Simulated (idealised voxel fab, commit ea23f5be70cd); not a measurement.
Process module in this document: voxel self aligned vias
Xsec cut, 270 nm wide, square cell size 5 nm.
We lay out every cross-section as a grid of square cells and spell it out in bands from the top down, where one band means one or more rows of cells.
The entry gives the band's vertical extent as a top height and a bottom height in nm, then its horizontal make-up as materials from left to right, each with a width in nm. "blank" stands for empty space; a single material marked "full width" fills the band edge to edge.
Beneath 0, the wafer as received is one material, and that level is where height counting begins. The lowest band goes on downward without a bottom; it is written like "0 down".
Graded width ("30->40"): value in top row of band = first number; value in bottom row = second number; row-to-row change constant.
Take "all unchanged" at face value: in the step it is given for, the cross-section changed in none of its cells.
For the entry "Closed void listing", the listed items are empty spaces with no open way to the top whose size is 8 cells or more; each item follows the pattern width x height at distance, where distance is from the left edge and all three are in nm.
Post-settings text on a step line: simulator's own remark regarding the step.
The optional step-line setting "overlay nm" applies to steps with a mask and quantifies how far to the right of its planned location the mask lay, a negative value indicating leftward placement.

### Process steps foreseen in the plan
| 1 | RECEIVE,material Si |
| 2 | CONFORMAL_DEP,material SiO2,thk nm 15 |
| 3 | CONFORMAL_DEP,material SiCN,thk nm 5 |
| 4 | DIRECTIONAL_DEP,material SiO2,thk nm 20 |
| 5 | DIRECTIONAL_DEP,material aC,thk nm 10 |
| 6 | PATTERN,tone open,mask id LINES,material resist,width nm 30,pitch nm 70,thk nm 25,overlay nm 0 |
| 7 | DIRECTIONAL_ETCH,etch materials aC,depth nm 10 |
| 8 | STRIP,etch materials resist |
| 9 | DIRECTIONAL_ETCH,etch materials SiO2,depth nm 20 |
| 10 | STRIP,etch materials aC |
| 11 | CONFORMAL_DEP,material TiN,thk nm 5 |
| 12 | FILL_DEP,material Ru,thk nm 5 |
| 13 | CMP,height nm 40 |
| 14 | SELECTIVE_ETCH,etch materials W Ru TiN,depth nm 10 |
| 15 | FILL_DEP,material SiN,thk nm 10 |
| 16 | CMP,height nm 40 |
| 17 | DIRECTIONAL_DEP,material SiO2,thk nm 20 |
| 18 | PATTERN,tone open,mask id VIAS,material resist,width nm 50,thk nm 15,overlay nm 0 |
| 19 | DIRECTIONAL_ETCH,etch materials SiO2,depth nm 20 |
| 20 | DIRECTIONAL_ETCH,etch materials SiN,depth nm 10 |
| 21 | STRIP,etch materials resist |
| 22 | CONFORMAL_DEP,material TiN,thk nm 5 |
| 23 | FILL_DEP,material W,thk nm 10 |
| 24 | CMP,height nm 60 |
| 25 | CONFORMAL_DEP,material SiCN,thk nm 5 |

### Cross-section of the wafer as it came to us, i.e., already through step 1
> 0 down  Si full width
> Closed void listing: none

### First of two wafers at the end of the module, shown in cross-section; run carried out as planned
> 65 to 60  SiCN full width
> 60 to 45  75 nm SiO2; 5 nm TiN; 40 nm W; 5 nm TiN; 145 nm SiO2
> 45 to 40  75 nm SiO2; 15 nm TiN; 20 nm W; 15 nm TiN; 145 nm SiO2
> 40 to 35  85 nm SiO2; 5 nm TiN; 20 nm W; 5 nm TiN; 40 nm SiO2; 30 nm SiN; 85 nm SiO2
> 35 to 30  85 nm SiO2; 30 nm TiN; 40 nm SiO2; 30 nm SiN; 85 nm SiO2
> 30 to 25  85 nm SiO2; 5 nm TiN; 20 nm Ru; 5 nm TiN; 40 nm SiO2; 5 nm TiN; 20 nm Ru; 5 nm TiN; 85 nm SiO2
> 25 to 20  85 nm SiO2; 30 nm TiN; 40 nm SiO2; 30 nm TiN; 85 nm SiO2
> 20 to 15  SiCN full width
> 15 to 0  SiO2 full width
> 0 down  Si full width
> Closed void listing: none

### Second wafer through the module, sectioned at the end: same beginning and same plan as the first wafer, with one mistake in carrying it out
> 65 to 60  SiCN full width
> 60 to 45  75 nm SiO2; 5 nm TiN; 40 nm W; 5 nm TiN; 145 nm SiO2
> 45 to 40  75 nm SiO2; 10 nm TiN; 20 nm W; 20 nm TiN; 145 nm SiO2
> 40 to 35  80 nm SiO2; 5 nm TiN; 20 nm W; 5 nm TiN; 40 nm SiO2; 30 nm SiN; 90 nm SiO2
> 35 to 30  80 nm SiO2; 30 nm TiN; 40 nm SiO2; 30 nm SiN; 90 nm SiO2
> 30 to 25  80 nm SiO2; 5 nm TiN; 20 nm Ru; 5 nm TiN; 40 nm SiO2; 5 nm TiN; 20 nm Ru; 5 nm TiN; 90 nm SiO2
> 25 to 20  80 nm SiO2; 30 nm TiN; 40 nm SiO2; 30 nm TiN; 90 nm SiO2
> 20 to 15  SiCN full width
> 15 to 0  SiO2 full width
> 0 down  Si full width
> Closed void listing: none
Error vs. plan: planned and actual differ for step 6; actual: PATTERN,tone open,mask id LINES,material resist,width nm 30,pitch nm 70,thk nm 25,overlay nm -5
Tallied in cells, the final second wafer holds each material in the same quantity as the first, although not at the same places.
